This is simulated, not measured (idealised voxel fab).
process module | voxel transistor to metal
cross-section cut | 195 nm wide | cells 5 nm
A cross-section is a grid of square cells, given in bands from the top down. A band is one or more rows of cells.
Each band's line starts with the height of the band's top and of its bottom, in nm. Then come its materials from left to right, each with its width in nm. One material with "throughout" fills the band from edge to edge. "air" is empty space.
Height 0 is the level under which the wafer as received is all one material. The lowest band goes on downwards, as in "0 down".
A width such as "30 to 40" changes by the same amount from each row of cells to the next, from the band's top row to its bottom row.
"no change" after a step means that no cell of the cross-section changed.
closed voids: empty space of 8 cells or more with no open way to the top, each as width x height at its distance from the left edge, in nm
after a step's settings: what the simulator itself notes on the step
overlay nm, on a step with a mask: how far to the right of its planned place the mask lay; to the left if negative
plan
1 op RECEIVE | material Si
2 op OXIDIZE | depth nm 5
3 op CONFORMAL_DEP | material SiN | thk nm 10
4 op DIRECTIONAL_DEP | material aC | thk nm 15
5 op PATTERN | tone cover | mask id ACTIVE | material resist | width nm 130 | thk nm 30 | overlay nm 0
6 op DIRECTIONAL_ETCH | etch materials aC | depth nm 15
7 op STRIP | etch materials resist
8 op DIRECTIONAL_ETCH | etch materials SiN | depth nm 10
9 op DIRECTIONAL_ETCH | etch materials SiO2 | depth nm 5
10 op DIRECTIONAL_ETCH | etch materials Si | depth nm 30
11 op STRIP | etch materials aC
12 op FILL_DEP | material SiO2 | thk nm 5
13 op CMP | height nm 10
14 op SELECTIVE_ETCH | etch materials SiO2 | depth nm 10
15 op STRIP | etch materials SiN
16 op SELECTIVE_ETCH | etch materials SiO2 | depth nm 5
17 op OXIDIZE | depth nm 5
18 op DIRECTIONAL_DEP | material polySi | thk nm 30
19 op DIRECTIONAL_DEP | material SiCN | thk nm 10
20 op DIRECTIONAL_DEP | material aC | thk nm 15
21 op PATTERN | tone cover | mask id GATE | material resist | width nm 30 | thk nm 30 | overlay nm 0
22 op DIRECTIONAL_ETCH | etch materials aC | depth nm 15
23 op STRIP | etch materials resist
24 op DIRECTIONAL_ETCH | etch materials SiCN | depth nm 20
25 op DIRECTIONAL_ETCH | etch materials polySi | depth nm 40
26 op STRIP | etch materials aC
27 op CONFORMAL_DEP | material SiN | thk nm 10
28 op DIRECTIONAL_ETCH | etch materials SiN | depth nm 10
29 op DIRECTIONAL_ETCH | etch materials SiO2 | depth nm 5
30 op DIRECTIONAL_ETCH | etch materials Si | depth nm 10
31 op EPI | material pSi | thk nm 10
32 op FILL_DEP | material SiO2 | thk nm 10
33 op CMP | height nm 25
34 op STRIP | etch materials polySi
35 op SELECTIVE_ETCH | etch materials SiO2 | depth nm 5
36 op CONFORMAL_DEP | material HfO2 | thk nm 5
37 op CONFORMAL_DEP | material TiN | thk nm 5
38 op FILL_DEP | material W | thk nm 10
39 op CMP | height nm 20
40 op DIRECTIONAL_DEP | material SiO2 | thk nm 10
41 op PATTERN | tone open | mask id CONTACT | material resist | width nm 20 | pitch nm 90 | thk nm 20 | overlay nm 0
42 op DIRECTIONAL_ETCH | etch materials SiO2 | depth nm 40
43 op STRIP | etch materials resist
44 op CONFORMAL_DEP | material TiN | thk nm 5
45 op FILL_DEP | material W | thk nm 10
46 op CMP | height nm 30
47 op DIRECTIONAL_DEP | material TiN | thk nm 5
48 op DIRECTIONAL_DEP | material Ru | thk nm 25
49 op MASKED_ETCH | tone cover | mask id METAL_1 | width nm 20 | pitch nm 90 | etch materials Ru | depth nm 25 | overlay nm 0
50 op MASKED_ETCH | tone cover | mask id METAL_1 | width nm 20 | pitch nm 90 | etch materials TiN | depth nm 5 | overlay nm 0
51 op CONFORMAL_DEP | material SiN | thk nm 5
52 op FILL_DEP | material SiO2 | thk nm 5
53 op CMP | height nm 60
54 op CONFORMAL_DEP | material SiCN | thk nm 5
first wafer, as planned
as received, after step 1
  0 down: Si throughout
  closed voids: none
after step 2
  0 to -5: SiO2 throughout
  below -5: unchanged
after step 3
  10 to 0: SiN throughout
  below 0: unchanged
after step 4
  25 to 10: aC throughout
  below 10: unchanged
after step 5
  55 to 25: air 30 | resist 130 | air 35
  below 25: unchanged
after step 6
  40 to 25: air 30 | resist 130 | air 35
  25 to 10: air 30 | aC 130 | air 35
  below 10: unchanged
after step 7
  25 to 10: air 30 | aC 130 | air 35
  below 10: unchanged
after step 8
  25 to 10: air 30 | aC 130 | air 35
  10 to 0: air 30 | SiN 130 | air 35
  below 0: unchanged
after step 9
  25 to 10: air 30 | aC 130 | air 35
  10 to 0: air 30 | SiN 130 | air 35
  0 to -5: air 30 | SiO2 130 | air 35
  below -5: unchanged
after step 10
  25 to 10: air 30 | aC 130 | air 35
  10 to 0: air 30 | SiN 130 | air 35
  0 to -5: air 30 | SiO2 130 | air 35
  -5 to -35: air 30 | Si 130 | air 35
  below -35: unchanged
after step 11
  10 to 0: air 30 | SiN 130 | air 35
  below 0: unchanged
after step 12
  15 to 10: SiO2 throughout
  10 to 0: SiO2 30 | SiN 130 | SiO2 35
  0 to -5: SiO2 throughout
  -5 to -35: SiO2 30 | Si 130 | SiO2 35
  below -35: unchanged
after step 13
  10 to 0: SiO2 30 | SiN 130 | SiO2 35
  below 0: unchanged
after step 14
  10 to 0: air 30 | SiN 130 | air 35
  below 0: unchanged
after step 15
  0 to -5: SiO2 throughout
  below -5: unchanged
after step 16
  -5 to -35: SiO2 30 | Si 130 | SiO2 35
  below -35: unchanged
after step 17
  -5 to -10: SiO2 throughout
  below -10: unchanged
after step 18
  25 to -5: polySi throughout
  below -5: unchanged
after step 19
  35 to 25: SiCN throughout
  below 25: unchanged
after step 20
  50 to 35: aC throughout
  below 35: unchanged
after step 21
  80 to 50: air 80 | resist 30 | air 85
  below 50: unchanged
after step 22
  65 to 50: air 80 | resist 30 | air 85
  50 to 35: air 80 | aC 30 | air 85
  below 35: unchanged
after step 23
  50 to 35: air 80 | aC 30 | air 85
  below 35: unchanged
after step 24
  50 to 35: air 80 | aC 30 | air 85
  35 to 25: air 80 | SiCN 30 | air 85
  below 25: unchanged
after step 25
  50 to 35: air 80 | aC 30 | air 85
  35 to 25: air 80 | SiCN 30 | air 85
  25 to -5: air 80 | polySi 30 | air 85
  below -5: unchanged
after step 26
  35 to 25: air 80 | SiCN 30 | air 85
  below 25: unchanged
after step 27
  45 to 35: air 70 | SiN 50 | air 75
  35 to 25: air 70 | SiN 10 | SiCN 30 | SiN 10 | air 75
  25 to 5: air 70 | SiN 10 | polySi 30 | SiN 10 | air 75
  5 to -5: SiN 80 | polySi 30 | SiN 85
  below -5: unchanged
after step 28
  35 to 25: air 70 | SiN 10 | SiCN 30 | SiN 10 | air 75
  25 to -5: air 70 | SiN 10 | polySi 30 | SiN 10 | air 75
  below -5: unchanged
after step 29
  35 to 25: air 70 | SiN 10 | SiCN 30 | SiN 10 | air 75
  25 to -5: air 70 | SiN 10 | polySi 30 | SiN 10 | air 75
  -5 to -10: air 70 | SiO2 50 | air 75
  below -10: unchanged
after step 30
  35 to 25: air 70 | SiN 10 | SiCN 30 | SiN 10 | air 75
  25 to -5: air 70 | SiN 10 | polySi 30 | SiN 10 | air 75
  -5 to -10: air 70 | SiO2 50 | air 75
  -10 to -20: SiO2 30 | air 40 | Si 50 | air 40 | SiO2 35
  below -20: unchanged
after step 31
  35 to 25: air 70 | SiN 10 | SiCN 30 | SiN 10 | air 75
  25 to 0: air 70 | SiN 10 | polySi 30 | SiN 10 | air 75
  0 to -5: air 60 | pSi 10 | SiN 10 | polySi 30 | SiN 10 | pSi 10 | air 65
  -5 to -10: air 60 | pSi 10 | SiO2 50 | pSi 10 | air 65
  -10 to -20: SiO2 30 | pSi 40 | Si 50 | pSi 40 | SiO2 35
  below -20: unchanged
after step 32
  45 to 35: SiO2 throughout
  35 to 25: SiO2 70 | SiN 10 | SiCN 30 | SiN 10 | SiO2 75
  25 to 0: SiO2 70 | SiN 10 | polySi 30 | SiN 10 | SiO2 75
  0 to -5: SiO2 60 | pSi 10 | SiN 10 | polySi 30 | SiN 10 | pSi 10 | SiO2 65
  -5 to -10: SiO2 60 | pSi 10 | SiO2 50 | pSi 10 | SiO2 65
  below -10: unchanged
after step 33
  25 to 0: SiO2 70 | SiN 10 | polySi 30 | SiN 10 | SiO2 75
  below 0: unchanged
after step 34
  25 to 0: SiO2 70 | SiN 10 | air 30 | SiN 10 | SiO2 75
  0 to -5: SiO2 60 | pSi 10 | SiN 10 | air 30 | SiN 10 | pSi 10 | SiO2 65
  below -5: unchanged
after step 35
  25 to 20: air 70 | SiN 10 | air 30 | SiN 10 | air 75
  20 to 0: SiO2 70 | SiN 10 | air 30 | SiN 10 | SiO2 75
  0 to -5: SiO2 60 | pSi 10 | SiN 10 | air 30 | SiN 10 | pSi 10 | SiO2 65
  -5 to -10: SiO2 60 | pSi 10 | SiO2 5 | air 40 | SiO2 5 | pSi 10 | SiO2 65
  below -10: unchanged
after step 36
  30 to 25: air 65 | HfO2 20 | air 20 | HfO2 20 | air 70
  25 to 20: HfO2 70 | SiN 10 | HfO2 5 | air 20 | HfO2 5 | SiN 10 | HfO2 75
  20 to 0: SiO2 70 | SiN 10 | HfO2 5 | air 20 | HfO2 5 | SiN 10 | SiO2 75
  0 to -5: SiO2 60 | pSi 10 | SiN 10 | HfO2 5 | air 20 | HfO2 5 | SiN 10 | pSi 10 | SiO2 65
  -5 to -10: SiO2 60 | pSi 10 | SiO2 5 | HfO2 40 | SiO2 5 | pSi 10 | SiO2 65
  below -10: unchanged
after step 37
  35 to 30: air 60 | TiN 30 | air 10 | TiN 30 | air 65
  30 to 25: TiN 65 | HfO2 20 | TiN 5 | air 10 | TiN 5 | HfO2 20 | TiN 70
  25 to 20: HfO2 70 | SiN 10 | HfO2 5 | TiN 5 | air 10 | TiN 5 | HfO2 5 | SiN 10 | HfO2 75
  20 to 0: SiO2 70 | SiN 10 | HfO2 5 | TiN 5 | air 10 | TiN 5 | HfO2 5 | SiN 10 | SiO2 75
  0 to -5: SiO2 60 | pSi 10 | SiN 10 | HfO2 5 | TiN 20 | HfO2 5 | SiN 10 | pSi 10 | SiO2 65
  below -5: unchanged
after step 38
  45 to 35: W throughout
  35 to 30: W 60 | TiN 30 | W 10 | TiN 30 | W 65
  30 to 25: TiN 65 | HfO2 20 | TiN 5 | W 10 | TiN 5 | HfO2 20 | TiN 70
  25 to 20: HfO2 70 | SiN 10 | HfO2 5 | TiN 5 | W 10 | TiN 5 | HfO2 5 | SiN 10 | HfO2 75
  20 to 0: SiO2 70 | SiN 10 | HfO2 5 | TiN 5 | W 10 | TiN 5 | HfO2 5 | SiN 10 | SiO2 75
  below 0: unchanged
after step 39
  20 to 0: SiO2 70 | SiN 10 | HfO2 5 | TiN 5 | W 10 | TiN 5 | HfO2 5 | SiN 10 | SiO2 75
  below 0: unchanged
after step 40
  30 to 20: SiO2 throughout
  below 20: unchanged
after step 41
  50 to 30: resist 40 | air 20 | resist 70 | air 20 | resist 45
  below 30: unchanged
after step 42
  50 to 30: resist 40 | air 20 | resist 70 | air 20 | resist 45
  30 to 20: SiO2 40 | air 20 | SiO2 70 | air 20 | SiO2 45
  20 to 0: SiO2 40 | air 20 | SiO2 10 | SiN 10 | HfO2 5 | TiN 5 | W 10 | TiN 5 | HfO2 5 | SiN 10 | SiO2 10 | air 20 | SiO2 45
  0 to -5: SiO2 40 | air 20 | pSi 10 | SiN 10 | HfO2 5 | TiN 20 | HfO2 5 | SiN 10 | pSi 10 | air 20 | SiO2 45
  -5 to -10: SiO2 40 | air 20 | pSi 10 | SiO2 5 | HfO2 40 | SiO2 5 | pSi 10 | air 20 | SiO2 45
  below -10: unchanged
after step 43
  30 to 20: SiO2 40 | air 20 | SiO2 70 | air 20 | SiO2 45
  below 20: unchanged
after step 44
  35 to 30: TiN 45 | air 10 | TiN 80 | air 10 | TiN 50
  30 to 20: SiO2 40 | TiN 5 | air 10 | TiN 5 | SiO2 70 | TiN 5 | air 10 | TiN 5 | SiO2 45
  20 to 0: SiO2 40 | TiN 5 | air 10 | TiN 5 | SiO2 10 | SiN 10 | HfO2 5 | TiN 5 | W 10 | TiN 5 | HfO2 5 | SiN 10 | SiO2 10 | TiN 5 | air 10 | TiN 5 | SiO2 45
  0 to -5: SiO2 40 | TiN 5 | air 10 | TiN 5 | pSi 10 | SiN 10 | HfO2 5 | TiN 20 | HfO2 5 | SiN 10 | pSi 10 | TiN 5 | air 10 | TiN 5 | SiO2 45
  -5 to -10: SiO2 40 | TiN 20 | pSi 10 | SiO2 5 | HfO2 40 | SiO2 5 | pSi 10 | TiN 20 | SiO2 45
  below -10: unchanged
after step 45
  45 to 35: W throughout
  35 to 30: TiN 45 | W 10 | TiN 80 | W 10 | TiN 50
  30 to 20: SiO2 40 | TiN 5 | W 10 | TiN 5 | SiO2 70 | TiN 5 | W 10 | TiN 5 | SiO2 45
  20 to 0: SiO2 40 | TiN 5 | W 10 | TiN 5 | SiO2 10 | SiN 10 | HfO2 5 | TiN 5 | W 10 | TiN 5 | HfO2 5 | SiN 10 | SiO2 10 | TiN 5 | W 10 | TiN 5 | SiO2 45
  0 to -5: SiO2 40 | TiN 5 | W 10 | TiN 5 | pSi 10 | SiN 10 | HfO2 5 | TiN 20 | HfO2 5 | SiN 10 | pSi 10 | TiN 5 | W 10 | TiN 5 | SiO2 45
  below -5: unchanged
after step 46
  30 to 20: SiO2 40 | TiN 5 | W 10 | TiN 5 | SiO2 70 | TiN 5 | W 10 | TiN 5 | SiO2 45
  below 20: unchanged
after step 47
  35 to 30: TiN throughout
  below 30: unchanged
after step 48
  60 to 35: Ru throughout
  below 35: unchanged
after step 49
  60 to 35: air 40 | Ru 20 | air 70 | Ru 20 | air 45
  below 35: unchanged
after step 50
  60 to 35: air 40 | Ru 20 | air 70 | Ru 20 | air 45
  35 to 30: air 40 | TiN 20 | air 70 | TiN 20 | air 45
  below 30: unchanged
after step 51
  65 to 60: air 35 | SiN 30 | air 60 | SiN 30 | air 40
  60 to 35: air 35 | SiN 5 | Ru 20 | SiN 5 | air 60 | SiN 5 | Ru 20 | SiN 5 | air 40
  35 to 30: SiN 40 | TiN 20 | SiN 70 | TiN 20 | SiN 45
  below 30: unchanged
after step 52
  70 to 65: SiO2 throughout
  65 to 60: SiO2 35 | SiN 30 | SiO2 60 | SiN 30 | SiO2 40
  60 to 35: SiO2 35 | SiN 5 | Ru 20 | SiN 5 | SiO2 60 | SiN 5 | Ru 20 | SiN 5 | SiO2 40
  below 35: unchanged
after step 53
  60 to 35: SiO2 35 | SiN 5 | Ru 20 | SiN 5 | SiO2 60 | SiN 5 | Ru 20 | SiN 5 | SiO2 40
  below 35: unchanged
after step 54
  65 to 60: SiCN throughout
  below 60: unchanged
second wafer: like start, like plan, one mistake. Through step 20 it matches the first wafer
when step 21 should have ended
  80 to 50: resist 80 | air 30 | resist 85
  below 50: unchanged
when step 22 should have ended
  65 to 50: resist 80 | air 30 | resist 85
  50 to 35: aC 80 | air 30 | aC 85
  below 35: unchanged
when step 23 should have ended
  50 to 35: aC 80 | air 30 | aC 85
  below 35: unchanged
when step 24 should have ended
  50 to 35: aC 80 | air 30 | aC 85
  35 to 25: SiCN 80 | air 30 | SiCN 85
  below 25: unchanged
when step 25 should have ended
  50 to 35: aC 80 | air 30 | aC 85
  35 to 25: SiCN 80 | air 30 | SiCN 85
  25 to -5: polySi 80 | air 30 | polySi 85
  below -5: unchanged
when step 26 should have ended
  35 to 25: SiCN 80 | air 30 | SiCN 85
  below 25: unchanged
when step 27 should have ended
  45 to 35: SiN 90 | air 10 | SiN 95
  35 to 25: SiCN 80 | SiN 10 | air 10 | SiN 10 | SiCN 85
  25 to 5: polySi 80 | SiN 10 | air 10 | SiN 10 | polySi 85
  5 to -5: polySi 80 | SiN 30 | polySi 85
  below -5: unchanged
when step 28 should have ended
  35 to 25: SiCN 80 | SiN 10 | air 10 | SiN 10 | SiCN 85
  25 to -5: polySi 80 | SiN 10 | air 10 | SiN 10 | polySi 85
  below -5: unchanged
when step 29 should have ended
  35 to 25: SiCN 80 | SiN 10 | air 10 | SiN 10 | SiCN 85
  25 to -5: polySi 80 | SiN 10 | air 10 | SiN 10 | polySi 85
  -5 to -10: SiO2 90 | air 10 | SiO2 95
  below -10: unchanged
when step 30 should have ended
  35 to 25: SiCN 80 | SiN 10 | air 10 | SiN 10 | SiCN 85
  25 to -5: polySi 80 | SiN 10 | air 10 | SiN 10 | polySi 85
  -5 to -10: SiO2 90 | air 10 | SiO2 95
  -10 to -20: SiO2 30 | Si 60 | air 10 | Si 60 | SiO2 35
  below -20: unchanged
when step 31 should have ended
  35 to 25: SiCN 80 | SiN 10 | air 10 | SiN 10 | SiCN 85
  25 to 0: polySi 80 | SiN 10 | air 10 | SiN 10 | polySi 85
  0 to -5: polySi 80 | SiN 10 | pSi 10 | SiN 10 | polySi 85
  -5 to -10: SiO2 90 | pSi 10 | SiO2 95
  -10 to -20: SiO2 30 | Si 60 | pSi 10 | Si 60 | SiO2 35
  below -20: unchanged
when step 32 should have ended
  45 to 35: SiO2 throughout
  35 to 25: SiCN 80 | SiN 10 | SiO2 10 | SiN 10 | SiCN 85
  25 to 0: polySi 80 | SiN 10 | SiO2 10 | SiN 10 | polySi 85
  below 0: unchanged
when step 33 should have ended
  25 to 0: polySi 80 | SiN 10 | SiO2 10 | SiN 10 | polySi 85
  below 0: unchanged
when step 34 should have ended
  25 to 0: air 80 | SiN 10 | SiO2 10 | SiN 10 | air 85
  0 to -5: air 80 | SiN 10 | pSi 10 | SiN 10 | air 85
  below -5: unchanged
when step 35 should have ended
  25 to 20: air 80 | SiN 10 | air 10 | SiN 10 | air 85
  20 to 0: air 80 | SiN 10 | SiO2 10 | SiN 10 | air 85
  0 to -5: air 80 | SiN 10 | pSi 10 | SiN 10 | air 85
  -5 to -10: air 85 | SiO2 5 | pSi 10 | SiO2 5 | air 90
  below -10: unchanged
when step 36 should have ended
  30 to 25: air 75 | HfO2 40 | air 80
  25 to 20: air 75 | HfO2 5 | SiN 10 | HfO2 10 | SiN 10 | HfO2 5 | air 80
  20 to 0: air 75 | HfO2 5 | SiN 10 | SiO2 10 | SiN 10 | HfO2 5 | air 80
  0 to -5: air 75 | HfO2 5 | SiN 10 | pSi 10 | SiN 10 | HfO2 5 | air 80
  -5 to -10: HfO2 85 | SiO2 5 | pSi 10 | SiO2 5 | HfO2 90
  below -10: unchanged
when step 37 should have ended
  35 to 30: air 70 | TiN 50 | air 75
  30 to 25: air 70 | TiN 5 | HfO2 40 | TiN 5 | air 75
  25 to 20: air 70 | TiN 5 | HfO2 5 | SiN 10 | HfO2 10 | SiN 10 | HfO2 5 | TiN 5 | air 75
  20 to 0: air 70 | TiN 5 | HfO2 5 | SiN 10 | SiO2 10 | SiN 10 | HfO2 5 | TiN 5 | air 75
  0 to -5: TiN 75 | HfO2 5 | SiN 10 | pSi 10 | SiN 10 | HfO2 5 | TiN 80
  below -5: unchanged
when step 38 should have ended
  45 to 35: W throughout
  35 to 30: W 70 | TiN 50 | W 75
  30 to 25: W 70 | TiN 5 | HfO2 40 | TiN 5 | W 75
  25 to 20: W 70 | TiN 5 | HfO2 5 | SiN 10 | HfO2 10 | SiN 10 | HfO2 5 | TiN 5 | W 75
  20 to 0: W 70 | TiN 5 | HfO2 5 | SiN 10 | SiO2 10 | SiN 10 | HfO2 5 | TiN 5 | W 75
  below 0: unchanged
when step 39 should have ended
  20 to 0: W 70 | TiN 5 | HfO2 5 | SiN 10 | SiO2 10 | SiN 10 | HfO2 5 | TiN 5 | W 75
  below 0: unchanged
when step 40 should have ended
  30 to 20: SiO2 throughout
  below 20: unchanged
when step 41 should have ended
  50 to 30: resist 40 | air 20 | resist 70 | air 20 | resist 45
  below 30: unchanged
when step 42 should have ended
  50 to 30: resist 40 | air 20 | resist 70 | air 20 | resist 45
  30 to 20: SiO2 40 | air 20 | SiO2 70 | air 20 | SiO2 45
  below 20: unchanged
when step 43 should have ended
  30 to 20: SiO2 40 | air 20 | SiO2 70 | air 20 | SiO2 45
  below 20: unchanged
when step 44 should have ended
  35 to 30: TiN 45 | air 10 | TiN 80 | air 10 | TiN 50
  30 to 25: SiO2 40 | TiN 5 | air 10 | TiN 5 | SiO2 70 | TiN 5 | air 10 | TiN 5 | SiO2 45
  25 to 20: SiO2 40 | TiN 20 | SiO2 70 | TiN 20 | SiO2 45
  below 20: unchanged
when step 45 should have ended
  45 to 35: W throughout
  35 to 30: TiN 45 | W 10 | TiN 80 | W 10 | TiN 50
  30 to 25: SiO2 40 | TiN 5 | W 10 | TiN 5 | SiO2 70 | TiN 5 | W 10 | TiN 5 | SiO2 45
  below 25: unchanged
when step 46 should have ended
  30 to 25: SiO2 40 | TiN 5 | W 10 | TiN 5 | SiO2 70 | TiN 5 | W 10 | TiN 5 | SiO2 45
  below 25: unchanged
when step 47 should have ended
  35 to 30: TiN throughout
  below 30: unchanged
when step 48 should have ended
  60 to 35: Ru throughout
  below 35: unchanged
when step 49 should have ended
  60 to 35: air 40 | Ru 20 | air 70 | Ru 20 | air 45
  below 35: unchanged
when step 50 should have ended
  60 to 35: air 40 | Ru 20 | air 70 | Ru 20 | air 45
  35 to 30: air 40 | TiN 20 | air 70 | TiN 20 | air 45
  below 30: unchanged
when step 51 should have ended
  65 to 60: air 35 | SiN 30 | air 60 | SiN 30 | air 40
  60 to 35: air 35 | SiN 5 | Ru 20 | SiN 5 | air 60 | SiN 5 | Ru 20 | SiN 5 | air 40
  35 to 30: SiN 40 | TiN 20 | SiN 70 | TiN 20 | SiN 45
  below 30: unchanged
when step 52 should have ended
  70 to 65: SiO2 throughout
  65 to 60: SiO2 35 | SiN 30 | SiO2 60 | SiN 30 | SiO2 40
  60 to 35: SiO2 35 | SiN 5 | Ru 20 | SiN 5 | SiO2 60 | SiN 5 | Ru 20 | SiN 5 | SiO2 40
  below 35: unchanged
when step 53 should have ended
  60 to 35: SiO2 35 | SiN 5 | Ru 20 | SiN 5 | SiO2 60 | SiN 5 | Ru 20 | SiN 5 | SiO2 40
  below 35: unchanged
when step 54 should have ended
  65 to 60: SiCN throughout
  below 60: unchanged
what went wrong: step 21 ran as: op PATTERN | tone open | mask id GATE | material resist | width nm 30 | thk nm 30 | overlay nm 0
at the end the second wafer has, in cells: 27 more of HfO2 | 28 more of Si | 110 fewer of SiO2 | 3 more of TiN | 84 more of W | 32 fewer of pSi
